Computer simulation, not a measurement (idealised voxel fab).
The name of this process module is voxel capacitor over wiring.
190 nm wide, 5 nm square cells: that's cross-section cut.
Throughout this document, each cross-section is represented as a grid of square cells and is presented as a sequence of bands enumerated from the top downward, where a band comprises one or more rows of cells.
For a band, the entry starts with two heights in nm, that of the top and then that of the bottom, and carries on with the band's materials in order from left to right, each alongside its width in nm; the word "everywhere" beside a single material means it fills the band edge to edge, and "blank" means empty space.
The level at which height equals 0 is the one under which the wafer, as it arrives, is entirely one material. No lower edge exists for the bottom band, which continues downward and is notated as in "0 -> down".
A width such as "30..40" changes by the same amount from each row of cells to the next, from the band's top row to its bottom row.
The cross-section has no changed cell in any step marked "everything unchanged".
"Sealed voids" specifies each empty space that is not open to the top and that occupies no fewer than 8 cells, using the form width x height at distance, the distance measured from the left edge and all three quantities in nm.
Step line, after settings: the simulator's comment on this step.
overlay nm, on a step with a mask: how far to the right of its planned place the mask lay; to the left if negative

Plan
1) RECEIVE [material Si]
2) CONFORMAL_DEP [material SiO2] [thk nm 15]
3) DIRECTIONAL_DEP [material TiN] [thk nm 5]
4) DIRECTIONAL_DEP [material Ru] [thk nm 15]
5) PATTERN [tone cover] [mask id METAL_1] [material resist] [width nm 30] [pitch nm 95] [thk nm 20] [overlay nm 0]
6) DIRECTIONAL_ETCH [etch materials Ru] [depth nm 15]
7) DIRECTIONAL_ETCH [etch materials TiN] [depth nm 5]
8) STRIP [etch materials resist]
9) FILL_DEP [material lowk] [thk nm 5]
10) CMP [height nm 35]
11) CONFORMAL_DEP [material SiCN] [thk nm 5]
12) DIRECTIONAL_DEP [material SiO2] [thk nm 20]
13) DIRECTIONAL_DEP [material aC] [thk nm 10]
14) PATTERN [tone open] [mask id PLUG_1] [material resist] [width nm 15] [thk nm 25] [overlay nm 0]
15) DIRECTIONAL_ETCH [etch materials aC] [depth nm 10]
16) STRIP [etch materials resist]
17) DIRECTIONAL_ETCH [etch materials SiO2] [depth nm 20]
18) DIRECTIONAL_ETCH [etch materials SiCN] [depth nm 5]
19) STRIP [etch materials aC]
20) EPI [material Ru] [thk nm 10]
21) EPI [material Ru] [thk nm 10]
22) EPI [material Ru] [thk nm 5]
23) DIRECTIONAL_DEP [material TiN] [thk nm 5]
24) DIRECTIONAL_DEP [material Al2O3] [thk nm 5]
25) DIRECTIONAL_DEP [material TiN] [thk nm 10]
26) DIRECTIONAL_DEP [material aC] [thk nm 10]
27) PATTERN [tone cover] [mask id UPPER_PLATE] [material resist] [width nm 70] [thk nm 25] [overlay nm 0]
28) DIRECTIONAL_ETCH [etch materials aC] [depth nm 10]
29) STRIP [etch materials resist]
30) DIRECTIONAL_ETCH [etch materials TiN] [depth nm 10]
31) DIRECTIONAL_ETCH [etch materials Al2O3] [depth nm 5]
32) STRIP [etch materials aC]
33) DIRECTIONAL_DEP [material aC] [thk nm 15]
34) PATTERN [tone cover] [mask id LOWER_PLATE] [material resist] [width nm 80] [thk nm 35] [overlay nm 0]
35) DIRECTIONAL_ETCH [etch materials aC] [depth nm 15]
36) STRIP [etch materials resist]
37) DIRECTIONAL_ETCH [etch materials TiN] [depth nm 5]
38) STRIP [etch materials aC]
39) FILL_DEP [material SiO2] [thk nm 15]
40) CMP [height nm 90]
41) MASKED_ETCH [tone open] [mask id PLUG_2] [width nm 15] [etch materials SiO2] [depth nm 10] [overlay nm 0]
42) CONFORMAL_DEP [material TiN] [thk nm 5]
43) FILL_DEP [material W] [thk nm 10]
44) CMP [height nm 90]
45) CONFORMAL_DEP [material SiCN] [thk nm 5]

First wafer, as planned

Here's what the wafer looked like in cross-section when it arrived - that's after step 1
* 0 -> down: Si everywhere
* Sealed voids: none

Step 2 complete: cross-section through the wafer
* 15 -> 0: SiO2 everywhere
* Under 0: no change, same as before.

Step 3 complete: cross-section through the wafer
* 20 -> 15: TiN everywhere
* Under 15: no change, same as before.

Step 4 complete: cross-section through the wafer
* 35 -> 20: Ru everywhere
* Under 20: no change, same as before.

Step 5 complete: cross-section through the wafer
* 55 -> 35: 30 blank; 30 resist; 65 blank; 30 resist; 35 blank
* Under 35: no change, same as before.

Step 6 complete: cross-section through the wafer
* 55 -> 35: 30 blank; 30 resist; 65 blank; 30 resist; 35 blank
* 35 -> 20: 30 blank; 30 Ru; 65 blank; 30 Ru; 35 blank
* Under 20: no change, same as before.

Step 7 complete: cross-section through the wafer
* 55 -> 35: 30 blank; 30 resist; 65 blank; 30 resist; 35 blank
* 35 -> 20: 30 blank; 30 Ru; 65 blank; 30 Ru; 35 blank
* 20 -> 15: 30 blank; 30 TiN; 65 blank; 30 TiN; 35 blank
* Under 15: no change, same as before.

Step 8 complete: cross-section through the wafer
* 35 -> 20: 30 blank; 30 Ru; 65 blank; 30 Ru; 35 blank
* Under 20: no change, same as before.

Step 9 complete: cross-section through the wafer
* 40 -> 35: lowk everywhere
* 35 -> 20: 30 lowk; 30 Ru; 65 lowk; 30 Ru; 35 lowk
* 20 -> 15: 30 lowk; 30 TiN; 65 lowk; 30 TiN; 35 lowk
* Under 15: no change, same as before.

Step 10 complete: cross-section through the wafer
* 35 -> 20: 30 lowk; 30 Ru; 65 lowk; 30 Ru; 35 lowk
* Under 20: no change, same as before.

Step 11 complete: cross-section through the wafer
* 40 -> 35: SiCN everywhere
* Under 35: no change, same as before.

Step 12 complete: cross-section through the wafer
* 60 -> 40: SiO2 everywhere
* Under 40: no change, same as before.

Step 13 complete: cross-section through the wafer
* 70 -> 60: aC everywhere
* Under 60: no change, same as before.

Step 14 complete: cross-section through the wafer
* 95 -> 70: 45 resist; 15 blank; 130 resist
* Under 70: no change, same as before.

Step 15 complete: cross-section through the wafer
* 85 -> 70: 45 resist; 15 blank; 130 resist
* 70 -> 60: 45 aC; 15 blank; 130 aC
* Under 60: no change, same as before.

Step 16 complete: cross-section through the wafer
* 70 -> 60: 45 aC; 15 blank; 130 aC
* Under 60: no change, same as before.

Step 17 complete: cross-section through the wafer
* 70 -> 60: 45 aC; 15 blank; 130 aC
* 60 -> 40: 45 SiO2; 15 blank; 130 SiO2
* Under 40: no change, same as before.

Step 18 complete: cross-section through the wafer
* 70 -> 60: 45 aC; 15 blank; 130 aC
* 60 -> 40: 45 SiO2; 15 blank; 130 SiO2
* 40 -> 35: 45 SiCN; 15 blank; 130 SiCN
* Under 35: no change, same as before.

Step 19 complete: cross-section through the wafer
* 60 -> 40: 45 SiO2; 15 blank; 130 SiO2
* Under 40: no change, same as before.

Step 20 complete: cross-section through the wafer
* 60 -> 45: 45 SiO2; 15 blank; 130 SiO2
* 45 -> 40: 45 SiO2; 15 Ru; 130 SiO2
* 40 -> 35: 45 SiCN; 15 Ru; 130 SiCN
* Under 35: no change, same as before.

Step 21 complete: cross-section through the wafer
* 60 -> 55: 45 SiO2; 15 blank; 130 SiO2
* 55 -> 40: 45 SiO2; 15 Ru; 130 SiO2
* Under 40: no change, same as before.

Step 22 complete: cross-section through the wafer
* 60 -> 40: 45 SiO2; 15 Ru; 130 SiO2
* Under 40: no change, same as before.

Step 23 complete: cross-section through the wafer
* 65 -> 60: TiN everywhere
* Under 60: no change, same as before.

Step 24 complete: cross-section through the wafer
* 70 -> 65: Al2O3 everywhere
* Under 65: no change, same as before.

Step 25 complete: cross-section through the wafer
* 80 -> 70: TiN everywhere
* Under 70: no change, same as before.

Step 26 complete: cross-section through the wafer
* 90 -> 80: aC everywhere
* Under 80: no change, same as before.

Step 27 complete: cross-section through the wafer
* 115 -> 90: 45 blank; 70 resist; 75 blank
* Under 90: no change, same as before.

Step 28 complete: cross-section through the wafer
* 105 -> 90: 45 blank; 70 resist; 75 blank
* 90 -> 80: 45 blank; 70 aC; 75 blank
* Under 80: no change, same as before.

Step 29 complete: cross-section through the wafer
* 90 -> 80: 45 blank; 70 aC; 75 blank
* Under 80: no change, same as before.

Step 30 complete: cross-section through the wafer
* 90 -> 80: 45 blank; 70 aC; 75 blank
* 80 -> 70: 45 blank; 70 TiN; 75 blank
* Under 70: no change, same as before.

Step 31 complete: cross-section through the wafer
* 90 -> 80: 45 blank; 70 aC; 75 blank
* 80 -> 70: 45 blank; 70 TiN; 75 blank
* 70 -> 65: 45 blank; 70 Al2O3; 75 blank
* Under 65: no change, same as before.

Step 32 complete: cross-section through the wafer
* 80 -> 70: 45 blank; 70 TiN; 75 blank
* Under 70: no change, same as before.

Step 33 complete: cross-section through the wafer
* 95 -> 80: 45 blank; 70 aC; 75 blank
* 80 -> 70: 45 aC; 70 TiN; 75 aC
* 70 -> 65: 45 aC; 70 Al2O3; 75 aC
* Under 65: no change, same as before.

Step 34 complete: cross-section through the wafer
* 130 -> 95: 40 blank; 80 resist; 70 blank
* 95 -> 80: 40 blank; 5 resist; 70 aC; 5 resist; 70 blank
* Under 80: no change, same as before.

Step 35 complete: cross-section through the wafer
* 115 -> 95: 40 blank; 80 resist; 70 blank
* 95 -> 80: 40 blank; 5 resist; 70 aC; 5 resist; 70 blank
* 80 -> 70: 40 blank; 5 aC; 70 TiN; 5 aC; 70 blank
* 70 -> 65: 40 blank; 5 aC; 70 Al2O3; 5 aC; 70 blank
* Under 65: no change, same as before.

Step 36 complete: cross-section through the wafer
* 95 -> 80: 45 blank; 70 aC; 75 blank
* Under 80: no change, same as before.

Step 37 complete: cross-section through the wafer
* 95 -> 80: 45 blank; 70 aC; 75 blank
* 80 -> 70: 40 blank; 5 aC; 70 TiN; 5 aC; 70 blank
* 70 -> 65: 40 blank; 5 aC; 70 Al2O3; 5 aC; 70 blank
* 65 -> 60: 40 blank; 80 TiN; 70 blank
* Under 60: no change, same as before.

Step 38 complete: cross-section through the wafer
* 80 -> 70: 45 blank; 70 TiN; 75 blank
* 70 -> 65: 45 blank; 70 Al2O3; 75 blank
* Under 65: no change, same as before.

Step 39 complete: cross-section through the wafer
* 95 -> 80: SiO2 everywhere
* 80 -> 70: 45 SiO2; 70 TiN; 75 SiO2
* 70 -> 65: 45 SiO2; 70 Al2O3; 75 SiO2
* 65 -> 60: 40 SiO2; 80 TiN; 70 SiO2
* Under 60: no change, same as before.

Step 40 complete: cross-section through the wafer
* 90 -> 80: SiO2 everywhere
* Under 80: no change, same as before.

Step 41 complete: cross-section through the wafer
* 90 -> 80: 55 SiO2; 15 blank; 120 SiO2
* Under 80: no change, same as before.

Step 42 complete: cross-section through the wafer
* 95 -> 90: 60 TiN; 5 blank; 125 TiN
* 90 -> 85: 55 SiO2; 5 TiN; 5 blank; 5 TiN; 120 SiO2
* 85 -> 80: 55 SiO2; 15 TiN; 120 SiO2
* Under 80: no change, same as before.

Step 43 complete: cross-section through the wafer
* 105 -> 95: W everywhere
* 95 -> 90: 60 TiN; 5 W; 125 TiN
* 90 -> 85: 55 SiO2; 5 TiN; 5 W; 5 TiN; 120 SiO2
* Under 85: no change, same as before.

Step 44 complete: cross-section through the wafer
* 90 -> 85: 55 SiO2; 5 TiN; 5 W; 5 TiN; 120 SiO2
* Under 85: no change, same as before.

Step 45 complete: cross-section through the wafer
* 95 -> 90: SiCN everywhere
* Under 90: no change, same as before.

It is to be noted that the second wafer proceeded from the same initial state and according to the same plan as the first, although one mistake was committed in its execution; through step 16, inclusive, the two wafers share an identical history

Second wafer, section view, time point: scheduled end of step 17
* 70 -> 60: 45 aC; 15 blank; 130 aC
* 60 -> 50: 45 SiO2; 15 blank; 130 SiO2
* Under 50: no change, same as before.

Second wafer, section view, time point: scheduled end of step 18: everything unchanged

Second wafer, section view, time point: scheduled end of step 19
* 60 -> 50: 45 SiO2; 15 blank; 130 SiO2
* Under 50: no change, same as before.

Second wafer, section view, time point: scheduled end of step 20: everything unchanged

Second wafer, section view, time point: scheduled end of step 21: everything unchanged

Second wafer, section view, time point: scheduled end of step 22: everything unchanged

Second wafer, section view, time point: scheduled end of step 23
* 65 -> 60: 45 TiN; 15 blank; 130 TiN
* 60 -> 55: 45 SiO2; 15 blank; 130 SiO2
* 55 -> 50: 45 SiO2; 15 TiN; 130 SiO2
* Under 50: no change, same as before.

Second wafer, section view, time point: scheduled end of step 24
* 70 -> 65: 45 Al2O3; 15 blank; 130 Al2O3
* 65 -> 60: 45 TiN; 15 blank; 130 TiN
* 60 -> 55: 45 SiO2; 15 Al2O3; 130 SiO2
* Under 55: no change, same as before.

Second wafer, section view, time point: scheduled end of step 25
* 80 -> 70: 45 TiN; 15 blank; 130 TiN
* 70 -> 65: 45 Al2O3; 15 TiN; 130 Al2O3
* 65 -> 60: TiN everywhere
* Under 60: no change, same as before.

Second wafer, section view, time point: scheduled end of step 26
* 90 -> 80: 45 aC; 15 blank; 130 aC
* 80 -> 70: 45 TiN; 15 aC; 130 TiN
* Under 70: no change, same as before.

Second wafer, section view, time point: scheduled end of step 27
* 115 -> 90: 45 blank; 70 resist; 75 blank
* 90 -> 80: 45 aC; 15 resist; 130 aC
* Under 80: no change, same as before.

Second wafer, section view, time point: scheduled end of step 28
* 105 -> 90: 45 blank; 70 resist; 75 blank
* 90 -> 80: 45 blank; 15 resist; 55 aC; 75 blank
* Under 80: no change, same as before.

Second wafer, section view, time point: scheduled end of step 29
* 90 -> 80: 60 blank; 55 aC; 75 blank
* Under 80: no change, same as before.

Second wafer, section view, time point: scheduled end of step 30
* 90 -> 80: 60 blank; 55 aC; 75 blank
* 80 -> 70: 45 blank; 15 aC; 55 TiN; 75 blank
* Under 70: no change, same as before.

Second wafer, section view, time point: scheduled end of step 31
* 90 -> 80: 60 blank; 55 aC; 75 blank
* 80 -> 70: 45 blank; 15 aC; 55 TiN; 75 blank
* 70 -> 65: 45 blank; 15 TiN; 55 Al2O3; 75 blank
* Under 65: no change, same as before.

Second wafer, section view, time point: scheduled end of step 32
* 80 -> 70: 60 blank; 55 TiN; 75 blank
* Under 70: no change, same as before.

Second wafer, section view, time point: scheduled end of step 33
* 95 -> 85: 60 blank; 55 aC; 75 blank
* 85 -> 80: 45 blank; 70 aC; 75 blank
* 80 -> 70: 60 aC; 55 TiN; 75 aC
* 70 -> 65: 45 aC; 15 TiN; 55 Al2O3; 75 aC
* Under 65: no change, same as before.

Second wafer, section view, time point: scheduled end of step 34
* 130 -> 95: 40 blank; 80 resist; 70 blank
* 95 -> 85: 40 blank; 20 resist; 55 aC; 5 resist; 70 blank
* 85 -> 80: 40 blank; 5 resist; 70 aC; 5 resist; 70 blank
* Under 80: no change, same as before.

Second wafer, section view, time point: scheduled end of step 35
* 115 -> 95: 40 blank; 80 resist; 70 blank
* 95 -> 85: 40 blank; 20 resist; 55 aC; 5 resist; 70 blank
* 85 -> 80: 40 blank; 5 resist; 70 aC; 5 resist; 70 blank
* 80 -> 70: 40 blank; 20 aC; 55 TiN; 5 aC; 70 blank
* 70 -> 65: 40 blank; 5 aC; 15 TiN; 55 Al2O3; 5 aC; 70 blank
* Under 65: no change, same as before.

Second wafer, section view, time point: scheduled end of step 36
* 95 -> 85: 60 blank; 55 aC; 75 blank
* 85 -> 80: 45 blank; 70 aC; 75 blank
* Under 80: no change, same as before.

Second wafer, section view, time point: scheduled end of step 37
* 95 -> 85: 60 blank; 55 aC; 75 blank
* 85 -> 80: 45 blank; 70 aC; 75 blank
* 80 -> 70: 40 blank; 20 aC; 55 TiN; 5 aC; 70 blank
* 70 -> 65: 40 blank; 5 aC; 15 TiN; 55 Al2O3; 5 aC; 70 blank
* 65 -> 60: 40 blank; 80 TiN; 70 blank
* Under 60: no change, same as before.

Second wafer, section view, time point: scheduled end of step 38
* 80 -> 70: 60 blank; 55 TiN; 75 blank
* 70 -> 65: 45 blank; 15 TiN; 55 Al2O3; 75 blank
* Under 65: no change, same as before.

Second wafer, section view, time point: scheduled end of step 39
* 95 -> 80: SiO2 everywhere
* 80 -> 70: 60 SiO2; 55 TiN; 75 SiO2
* 70 -> 65: 45 SiO2; 15 TiN; 55 Al2O3; 75 SiO2
* 65 -> 60: 40 SiO2; 80 TiN; 70 SiO2
* Under 60: no change, same as before.

Second wafer, section view, time point: scheduled end of step 40
* 90 -> 80: SiO2 everywhere
* Under 80: no change, same as before.

Second wafer, section view, time point: scheduled end of step 41
* 90 -> 80: 55 SiO2; 15 blank; 120 SiO2
* Under 80: no change, same as before.

Second wafer, section view, time point: scheduled end of step 42
* 95 -> 90: 60 TiN; 5 blank; 125 TiN
* 90 -> 85: 55 SiO2; 5 TiN; 5 blank; 5 TiN; 120 SiO2
* 85 -> 80: 55 SiO2; 15 TiN; 120 SiO2
* Under 80: no change, same as before.

Second wafer, section view, time point: scheduled end of step 43
* 105 -> 95: W everywhere
* 95 -> 90: 60 TiN; 5 W; 125 TiN
* 90 -> 85: 55 SiO2; 5 TiN; 5 W; 5 TiN; 120 SiO2
* Under 85: no change, same as before.

Second wafer, section view, time point: scheduled end of step 44
* 90 -> 85: 55 SiO2; 5 TiN; 5 W; 5 TiN; 120 SiO2
* Under 85: no change, same as before.

Second wafer, section view, time point: scheduled end of step 45
* 95 -> 90: SiCN everywhere
* Under 90: no change, same as before.
Finding, execution versus plan: the process deviated at step 17: the operation and settings actually run there were DIRECTIONAL_ETCH [etch materials SiO2] [depth nm 10]
at the end the second wafer has, in cells: Ru: 15 fewer; SiCN: 3 more; SiO2: 12 more
